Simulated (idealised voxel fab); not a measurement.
process module | voxel transistor to metal
cross-section cut | 175 nm wide | cells 5 nm
A cross-section is a grid of square cells, given in bands from the top down. A band is one or more rows of cells.
Each band's line starts with the height of the band's top and of its bottom, in nm. Then come its materials from left to right, each with its width in nm. One material with "throughout" fills the band from edge to edge. "air" is empty space.
Height 0 is the level under which the wafer as received is all one material. The lowest band goes on downwards, as in "0 down".
A width such as "30 to 40" changes by the same amount from each row of cells to the next, from the band's top row to its bottom row.
"no change" after a step means that no cell of the cross-section changed.
closed voids: empty space of 8 cells or more with no open way to the top, each as width x height at its distance from the left edge, in nm
after a step's settings: what the simulator itself notes on the step
overlay nm, on a step with a mask: how far to the right of its planned place the mask lay; to the left if negative
plan
1 op RECEIVE | material Si
2 op OXIDIZE | depth nm 5
3 op CONFORMAL_DEP | material SiN | thk nm 15
4 op MASKED_ETCH | tone cover | mask id ACTIVE | width nm 105 | etch materials SiN | depth nm 15 | overlay nm 0
5 op MASKED_ETCH | tone cover | mask id ACTIVE | width nm 105 | etch materials SiO2 | depth nm 5 | overlay nm 0
6 op MASKED_ETCH | tone cover | mask id ACTIVE | width nm 105 | etch materials Si | depth nm 25 | overlay nm 0
7 op OXIDIZE | depth nm 5
8 op FILL_DEP | material SiO2 | thk nm 5
9 op CMP | height nm 15
10 op SELECTIVE_ETCH | etch materials SiO2 | depth nm 15
11 op STRIP | etch materials SiN
12 op SELECTIVE_ETCH | etch materials SiO2 | depth nm 5
13 op OXIDIZE | depth nm 5
14 op DIRECTIONAL_DEP | material polySi | thk nm 20
15 op DIRECTIONAL_DEP | material SiCN | thk nm 10
16 op DIRECTIONAL_DEP | material aC | thk nm 15
17 op PATTERN | tone cover | mask id GATE | material resist | width nm 35 | thk nm 35 | overlay nm 0
18 op DIRECTIONAL_ETCH | etch materials aC | depth nm 15
19 op STRIP | etch materials resist
20 op DIRECTIONAL_ETCH | etch materials SiCN | depth nm 20
21 op DIRECTIONAL_ETCH | etch materials polySi | depth nm 30
22 op STRIP | etch materials aC
23 op CONFORMAL_DEP | material SiN | thk nm 5
24 op DIRECTIONAL_ETCH | etch materials SiN | depth nm 5
25 op DIRECTIONAL_ETCH | etch materials SiO2 | depth nm 5
26 op DIRECTIONAL_ETCH | etch materials Si | depth nm 10
27 op EPI | material SiGe | thk nm 15
28 op FILL_DEP | material SiO2 | thk nm 5
29 op CMP | height nm 15
30 op STRIP | etch materials polySi
31 op SELECTIVE_ETCH | etch materials SiO2 | depth nm 5
32 op CONFORMAL_DEP | material HfO2 | thk nm 5
33 op CONFORMAL_DEP | material TiN | thk nm 5
34 op FILL_DEP | material W | thk nm 5
35 op CMP | height nm 10
36 op DIRECTIONAL_DEP | material SiO2 | thk nm 15
37 op MASKED_ETCH | tone open | mask id CONTACT | width nm 15 | pitch nm 80 | etch materials SiO2 | depth nm 30 | overlay nm 0
38 op CONFORMAL_DEP | material TiN | thk nm 5
39 op FILL_DEP | material W | thk nm 5
40 op CMP | height nm 25
41 op DIRECTIONAL_DEP | material TiN | thk nm 5
42 op DIRECTIONAL_DEP | material W | thk nm 15
43 op MASKED_ETCH | tone cover | mask id METAL_1 | width nm 15 | pitch nm 80 | etch materials W | depth nm 15 | overlay nm 0
44 op MASKED_ETCH | tone cover | mask id METAL_1 | width nm 15 | pitch nm 80 | etch materials TiN | depth nm 5 | overlay nm 0
45 op CONFORMAL_DEP | material SiCN | thk nm 5
46 op FILL_DEP | material lowk | thk nm 5
47 op CMP | height nm 45
48 op CONFORMAL_DEP | material SiCN | thk nm 5
49 op DIRECTIONAL_DEP | material SiO2 | thk nm 30
50 op PATTERN | tone open | mask id METAL_2 | material resist | width nm 15 | pitch nm 80 | thk nm 15 | overlay nm 0
51 op DIRECTIONAL_ETCH | etch materials SiO2 | depth nm 15
52 op STRIP | etch materials resist
53 op DIRECTIONAL_DEP | material aC | thk nm 10
54 op PATTERN | tone open | mask id METAL_2_HOLES | material resist | width nm 15 | pitch nm 80 | thk nm 30 | overlay nm 0
55 op DIRECTIONAL_ETCH | etch materials aC | depth nm 10
56 op STRIP | etch materials resist
57 op DIRECTIONAL_ETCH | etch materials SiO2 | depth nm 15
58 op DIRECTIONAL_ETCH | etch materials SiCN | depth nm 5
59 op STRIP | etch materials aC
60 op CONFORMAL_DEP | material TiN | thk nm 5
61 op FILL_DEP | material Cu | thk nm 10
62 op CMP | height nm 80
63 op CONFORMAL_DEP | material SiCN | thk nm 5
varied across the wafers: width nm of step 54. The plan shows the first wafer's value. All wafers start alike
first wafer as received, after step 1
  0 down: Si throughout
  closed voids: none
first wafer at the end, after step 63
  85 to 80: SiCN throughout
  80 to 50: SiO2 40 | TiN 5 | Cu 5 | TiN 5 | SiO2 65 | TiN 5 | Cu 5 | TiN 5 | SiO2 40
  50 to 45: SiCN 40 | TiN 15 | SiCN 65 | TiN 15 | SiCN 40
  45 to 30: lowk 35 | SiCN 5 | W 15 | SiCN 5 | lowk 55 | SiCN 5 | W 15 | SiCN 5 | lowk 35
  30 to 25: SiCN 40 | TiN 15 | SiCN 65 | TiN 15 | SiCN 40
  25 to 10: SiO2 40 | TiN 5 | W 5 | TiN 5 | SiO2 65 | TiN 5 | W 5 | TiN 5 | SiO2 40
  10 to 5: SiO2 40 | TiN 15 | SiO2 10 | SiN 5 | HfO2 5 | TiN 5 | W 15 | TiN 5 | HfO2 5 | SiN 5 | SiO2 10 | TiN 15 | SiO2 40
  5 to 0: SiO2 40 | TiN 10 | SiGe 15 | SiN 5 | HfO2 5 | TiN 5 | W 15 | TiN 5 | HfO2 5 | SiN 5 | SiGe 15 | TiN 10 | SiO2 40
  0 to -5: SiO2 40 | TiN 10 | SiGe 15 | SiN 5 | HfO2 5 | TiN 25 | HfO2 5 | SiN 5 | SiGe 15 | TiN 10 | SiO2 40
  -5 to -10: SiO2 35 | SiGe 30 | HfO2 45 | SiGe 30 | SiO2 35
  -10 to -20: SiO2 40 | SiGe 25 | Si 45 | SiGe 25 | SiO2 40
  -20 to -35: SiO2 40 | Si 95 | SiO2 40
  -35 down: Si throughout
  closed voids: none
last wafer at the end
  85 to 80: SiCN throughout
  80 to 70: SiO2 35 | TiN 5 | Cu 20 | TiN 5 | SiO2 50 | TiN 5 | Cu 20 | TiN 5 | SiO2 30
  70 to 65: SiO2 35 | TiN 10 | Cu 5 | TiN 15 | SiO2 50 | TiN 10 | Cu 5 | TiN 15 | SiO2 30
  65 to 50: SiO2 40 | TiN 5 | Cu 5 | TiN 5 | SiO2 65 | TiN 5 | Cu 5 | TiN 5 | SiO2 40
  50 to 45: SiCN 40 | TiN 15 | SiCN 65 | TiN 15 | SiCN 40
  45 to 30: lowk 35 | SiCN 5 | W 15 | SiCN 5 | lowk 55 | SiCN 5 | W 15 | SiCN 5 | lowk 35
  30 to 25: SiCN 40 | TiN 15 | SiCN 65 | TiN 15 | SiCN 40
  25 to 10: SiO2 40 | TiN 5 | W 5 | TiN 5 | SiO2 65 | TiN 5 | W 5 | TiN 5 | SiO2 40
  10 to 5: SiO2 40 | TiN 15 | SiO2 10 | SiN 5 | HfO2 5 | TiN 5 | W 15 | TiN 5 | HfO2 5 | SiN 5 | SiO2 10 | TiN 15 | SiO2 40
  5 to 0: SiO2 40 | TiN 10 | SiGe 15 | SiN 5 | HfO2 5 | TiN 5 | W 15 | TiN 5 | HfO2 5 | SiN 5 | SiGe 15 | TiN 10 | SiO2 40
  0 to -5: SiO2 40 | TiN 10 | SiGe 15 | SiN 5 | HfO2 5 | TiN 25 | HfO2 5 | SiN 5 | SiGe 15 | TiN 10 | SiO2 40
  -5 to -10: SiO2 35 | SiGe 30 | HfO2 45 | SiGe 30 | SiO2 35
  -10 to -20: SiO2 40 | SiGe 25 | Si 45 | SiGe 25 | SiO2 40
  -20 to -35: SiO2 40 | Si 95 | SiO2 40
  -35 down: Si throughout
  closed voids: none
each wafer at the end: cells of each material gained (+) or lost (-) since it was received, then its closed voids
width nm 15 | +12 Cu | +15 HfO2 | -170 Si | +105 SiCN | +44 SiGe | +6 SiN | +407 SiO2 | +71 TiN | +30 W | +75 lowk | closed voids: none
width nm 20 | +16 Cu | +15 HfO2 | -170 Si | +105 SiCN | +44 SiGe | +6 SiN | +401 SiO2 | +73 TiN | +30 W | +75 lowk | closed voids: none
width nm 25 | +20 Cu | +15 HfO2 | -170 Si | +105 SiCN | +44 SiGe | +6 SiN | +395 SiO2 | +75 TiN | +30 W | +75 lowk | closed voids: none
width nm 30 | +24 Cu | +15 HfO2 | -170 Si | +105 SiCN | +44 SiGe | +6 SiN | +389 SiO2 | +77 TiN | +30 W | +75 lowk | closed voids: none
